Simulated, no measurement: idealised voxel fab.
Process module name: voxel self aligned contacts
Cross-section cut: width 175 nm, square cells of 5 nm.
When this document writes out a cross-section, it uses a grid of square cells and lists it as bands, beginning at the top and moving down, with a band standing for one or more rows of cells.
First you get the band's top height and its bottom height, in nm, and then the materials it's made of, left to right, with each width in nm. If you see a single material with "full width", that one covers the band edge to edge. "air" is empty space.
The level at which height equals 0 is the one under which the wafer, as it arrives, is entirely one material. No lower edge exists for the bottom band, which continues downward and is notated as in "0 nm and below".
Width: "30..40" (first number = top row, second number = bottom row, same change from row to row of cells).
The designation "stayed the same", where it is given for a processing step, indicates that no cell of the cross-section was altered in the course of that step.
Closed empty spaces (no open way to the top) of 8 cells or more are what "Closed void list" lists, each as width x height at distance from the left edge, nm for all three.
Step line, after settings: the simulator's comment on this step.
overlay nm: mask offset rightward from planned place, masked step; negative means leftward offset.
The steps planned for the process are as follows
| 1 | RECEIVE with material Si |
| 2 | CONFORMAL_DEP with material SiO2, thk nm 5 |
| 3 | DIRECTIONAL_DEP with material polySi, thk nm 20 |
| 4 | DIRECTIONAL_DEP with material SiN, thk nm 20 |
| 5 | MASKED_ETCH with tone cover, mask id GATE, width nm 35, pitch nm 65, etch materials SiN, depth nm 20, overlay nm 0 |
| 6 | MASKED_ETCH with tone cover, mask id GATE, width nm 35, pitch nm 65, etch materials polySi, depth nm 20, overlay nm 0 |
| 7 | CONFORMAL_DEP with material SiN, thk nm 5 |
| 8 | DIRECTIONAL_ETCH with etch materials SiN, depth nm 5 |
| 9 | FILL_DEP with material SiO2, thk nm 10 |
| 10 | CMP with height nm 50 |
| 11 | PATTERN with tone open, mask id CONTACT, material resist, width nm 40, thk nm 20, overlay nm 0 |
| 12 | DIRECTIONAL_ETCH with etch materials SiO2, depth nm 50 |
| 13 | STRIP with etch materials resist |
| 14 | CONFORMAL_DEP with material TiN, thk nm 5 |
| 15 | FILL_DEP with material W, thk nm 10 |
| 16 | CMP with height nm 50 |
| 17 | CONFORMAL_DEP with material SiN, thk nm 5 |
Cross-section: wafer on arrival = after step 1
> 0 nm and below  Si full width
> Closed void list: none
Figure: cross-sectional view of the wafer upon completion of the module, processed from the initial state and according to the plan depicted above, with one error introduced during execution
> 55 nm to 50 nm  SiN full width
> 50 nm to 45 nm  30 of SiO2; 45 of SiN; 5 of TiN; 10 of W; 5 of TiN; 45 of SiN; 35 of SiO2
> 45 nm to 30 nm  30 of SiO2; 5 of SiN; 35 of polySi; 5 of SiN; 5 of TiN; 10 of W; 5 of TiN; 5 of SiN; 35 of polySi; 5 of SiN; 35 of SiO2
> 30 nm to 25 nm  30 of SiO2; 5 of SiN; 35 of polySi; 5 of SiN; 20 of TiN; 5 of SiN; 35 of polySi; 5 of SiN; 35 of SiO2
> 25 nm to 5 nm  polySi full width
> 5 nm to 0 nm  SiO2 full width
> 0 nm and below  Si full width
> Closed void list: none
Finding, execution versus plan: yeah, plan step 3 got run twice
